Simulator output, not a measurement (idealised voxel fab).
Process module heading - voxel self aligned vias
This is section cut - it's 220 nm across, gridded in 5 nm square cells.
A cross-section is a grid of square cells, given in bands from the top down. A band is one or more rows of cells. Per band: top height and bottom height in nm, followed by the left-to-right materials and their widths in nm; "edge to edge" marks a single material spanning edge to edge, "blank" marks empty space. We count height from 0. Below that, the starting wafer is all one material. The lowest band never ends at the bottom but goes on down; see "top 0, no bottom" for how that is written. Width "30..40": first value at the band's top row of cells, second value at its bottom row, equal change from row to row. Where the words "remained unchanged" appear for a step, the cross-section shows no cell changed by that step; every cell remained as before. Encapsulated voids: empty space of 8 cells or more with no open way to the top, each as width x height at its distance from the left edge, in nm. Step line, after settings: the simulator's comment on this step. overlay nm, on a step with a mask: how far to the right of its planned place the mask lay; to the left if negative.
**Here's what the planned process steps look like**
1: RECEIVE (material Si)
2: CONFORMAL_DEP (material SiO2; thk nm 10)
3: CONFORMAL_DEP (material SiCN; thk nm 5)
4: DIRECTIONAL_DEP (material lowk; thk nm 25)
5: PATTERN (tone open; mask id LINES; material resist; width nm 20; pitch nm 65; thk nm 15; overlay nm -15)
6: DIRECTIONAL_ETCH (etch materials lowk; depth nm 25)
7: STRIP (etch materials resist)
8: CONFORMAL_DEP (material TiN; thk nm 5)
9: FILL_DEP (material Ru; thk nm 10)
10: CMP (height nm 40)
11: SELECTIVE_ETCH (etch materials W Ru TiN; depth nm 10)
12: FILL_DEP (material SiN; thk nm 10)
13: CMP (height nm 40)
14: DIRECTIONAL_DEP (material lowk; thk nm 20)
15: DIRECTIONAL_DEP (material aC; thk nm 10)
16: PATTERN (tone open; mask id VIAS; material resist; width nm 40; thk nm 25; overlay nm 0)
17: DIRECTIONAL_ETCH (etch materials aC; depth nm 10)
18: STRIP (etch materials resist)
19: DIRECTIONAL_ETCH (etch materials lowk; depth nm 20)
20: DIRECTIONAL_ETCH (etch materials SiN; depth nm 10)
21: STRIP (etch materials aC)
22: CONFORMAL_DEP (material TiN; thk nm 5)
23: FILL_DEP (material W; thk nm 5)
24: CMP (height nm 60)
25: CONFORMAL_DEP (material SiCN; thk nm 5)
Split variable: overlay nm, step 5. Plan value = first wafer. Wafers start alike.
**Received condition of the first of several wafers, sectioned: post-step 1**
- top 0, no bottom = Si edge to edge
- Encapsulated voids: none
**Note: the following table is arranged by wafer, a row apiece. Each row reports the end-of-module state: per material, cells gained (+) or cells lost (-) compared with the wafer as received; closed voids follow**
overlay nm -15; +8 Ru; +88 SiCN; +10 SiN; +88 SiO2; +34 TiN; +20 W; +324 lowk; Encapsulated voids: none
overlay nm -10; +8 Ru; +88 SiCN; +8 SiN; +88 SiO2; +34 TiN; +22 W; +324 lowk; Encapsulated voids: none
overlay nm -5; +8 Ru; +88 SiCN; +8 SiN; +88 SiO2; +34 TiN; +22 W; +324 lowk; Encapsulated voids: none
overlay nm 0; +8 Ru; +88 SiCN; +8 SiN; +88 SiO2; +34 TiN; +22 W; +324 lowk; Encapsulated voids: none
overlay nm 5; +8 Ru; +88 SiCN; +8 SiN; +88 SiO2; +34 TiN; +22 W; +324 lowk; Encapsulated voids: none
overlay nm 10; +8 Ru; +88 SiCN; +8 SiN; +88 SiO2; +34 TiN; +22 W; +324 lowk; Encapsulated voids: none
overlay nm 15; +8 Ru; +88 SiCN; +10 SiN; +88 SiO2; +34 TiN; +20 W; +324 lowk; Encapsulated voids: none
